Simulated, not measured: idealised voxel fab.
Herein follows the process module entitled voxel wiring stack.
We display cut, a cross-section 235 nm in width whose square cells are each 5 nm.
Heads up, the way a cross-section reads in here is a grid of square cells, handed over as bands from the top down, with every band being one or more rows of cells.
It is stipulated that each band's entry specify, in nanometres, the height of the top of the band and then that of its bottom, followed by the materials of the band in left-to-right sequence, each together with its width in nanometres. A single material marked by the word "throughout" is understood to fill the band from edge to edge; the word "air" is understood to denote empty space.
It should be noted that heights are counted from 0, beneath which the wafer as supplied is of one material throughout, and that the lowest band possesses no lower boundary but continues downward, as written in "z 0 and below".
The two numbers in a width such as "30 to 40" mark its ends across the band: the first belongs to the top row of cells, the second to the bottom row, and from each row to the next the width moves by the same amount.
"no alterations made" after a step means that no cell of the cross-section changed.
"Enclosed void listing" lists enclosed empty spaces (at least 8 cells, no open path upward to the top), each as width x height at distance from the left edge, in nm.
Anything after a step's settings on that line? It's the simulator's own note about the step.
The optional step-line setting "overlay nm" applies to steps with a mask and quantifies how far to the right of its planned location the mask lay, a negative value indicating leftward placement.

The planned process steps are enumerated hereunder:
1: RECEIVE [material Si]
2: CONFORMAL_DEP [material SiO2] [thk nm 10]
3: DIRECTIONAL_DEP [material TiN] [thk nm 5]
4: DIRECTIONAL_DEP [material Ru] [thk nm 15]
5: DIRECTIONAL_DEP [material aC] [thk nm 15]
6: PATTERN [tone cover] [mask id METAL_1] [material resist] [width nm 20] [pitch nm 50] [thk nm 30] [overlay nm 0]
7: DIRECTIONAL_ETCH [etch materials aC] [depth nm 15]
8: STRIP [etch materials resist]
9: DIRECTIONAL_ETCH [etch materials Ru] [depth nm 15]
10: DIRECTIONAL_ETCH [etch materials TiN] [depth nm 5]
11: STRIP [etch materials aC]
12: CONFORMAL_DEP [material SiCN] [thk nm 5]
13: FILL_DEP [material SiO2] [thk nm 5]
14: CMP [height nm 30]
15: CONFORMAL_DEP [material SiCN] [thk nm 5]
16: DIRECTIONAL_DEP [material SiO2] [thk nm 15]
17: DIRECTIONAL_DEP [material aC] [thk nm 10]
18: PATTERN [tone open] [mask id PLUG_1] [material resist] [width nm 15] [pitch nm 50] [thk nm 25] [overlay nm 0]
19: DIRECTIONAL_ETCH [etch materials aC] [depth nm 10]
20: STRIP [etch materials resist]
21: DIRECTIONAL_ETCH [etch materials SiO2] [depth nm 15]
22: DIRECTIONAL_ETCH [etch materials SiCN] [depth nm 5]
23: STRIP [etch materials aC]
24: CONFORMAL_DEP [material TiN] [thk nm 5]
25: FILL_DEP [material Ru] [thk nm 5]
26: CMP [height nm 50]
27: CONFORMAL_DEP [material SiN] [thk nm 5]
28: DIRECTIONAL_DEP [material lowk] [thk nm 25]
29: MASKED_ETCH [tone open] [mask id METAL_2] [width nm 20] [pitch nm 50] [etch materials lowk] [depth nm 25] [overlay nm 0]
30: MASKED_ETCH [tone open] [mask id METAL_2] [width nm 20] [pitch nm 50] [etch materials SiN] [depth nm 5] [overlay nm 0]
31: CONFORMAL_DEP [material TiN] [thk nm 5]
32: FILL_DEP [material W] [thk nm 5]
33: CMP [height nm 80]
34: CONFORMAL_DEP [material SiCN] [thk nm 5]
35: DIRECTIONAL_DEP [material SiO2] [thk nm 30]
36: DIRECTIONAL_DEP [material aC] [thk nm 10]
37: PATTERN [tone open] [mask id METAL_3_HOLES] [material resist] [width nm 15] [thk nm 30] [overlay nm 0]
38: DIRECTIONAL_ETCH [etch materials aC] [depth nm 10]
39: STRIP [etch materials resist]
40: DIRECTIONAL_ETCH [etch materials SiO2] [depth nm 30]
41: STRIP [etch materials aC]
42: MASKED_ETCH [tone open] [mask id METAL_3] [width nm 20] [pitch nm 50] [etch materials SiO2] [depth nm 15] [overlay nm 0]
43: MASKED_ETCH [tone open] [mask id METAL_3] [width nm 20] [pitch nm 50] [etch materials SiCN] [depth nm 5] [overlay nm 0]
44: CONFORMAL_DEP [material TiN] [thk nm 5]
45: FILL_DEP [material Ru] [thk nm 5]
46: CMP [height nm 115]
47: CONFORMAL_DEP [material SiN] [thk nm 5]
varied across the wafers: width nm of step 18. The plan shows the first wafer's value. All wafers start alike

As-received cross-section, first of several wafers, post step 1:
> z 0 and below: Si throughout
> Enclosed void listing: none

Table: wafers, a row each; end-of-module cell change per material since receipt, gain (+), loss (-); then closed voids:
width nm 15 | +42 Ru | +136 SiCN | +86 SiN | +571 SiO2 | +78 TiN | +20 W | +195 lowk | Enclosed void listing: none
width nm 20 | +48 Ru | +134 SiCN | +86 SiN | +565 SiO2 | +80 TiN | +20 W | +195 lowk | Enclosed void listing: none
width nm 25 | +54 Ru | +132 SiCN | +86 SiN | +559 SiO2 | +82 TiN | +20 W | +195 lowk | Enclosed void listing: none
width nm 30 | +60 Ru | +130 SiCN | +86 SiN | +553 SiO2 | +84 TiN | +20 W | +195 lowk | Enclosed void listing: none
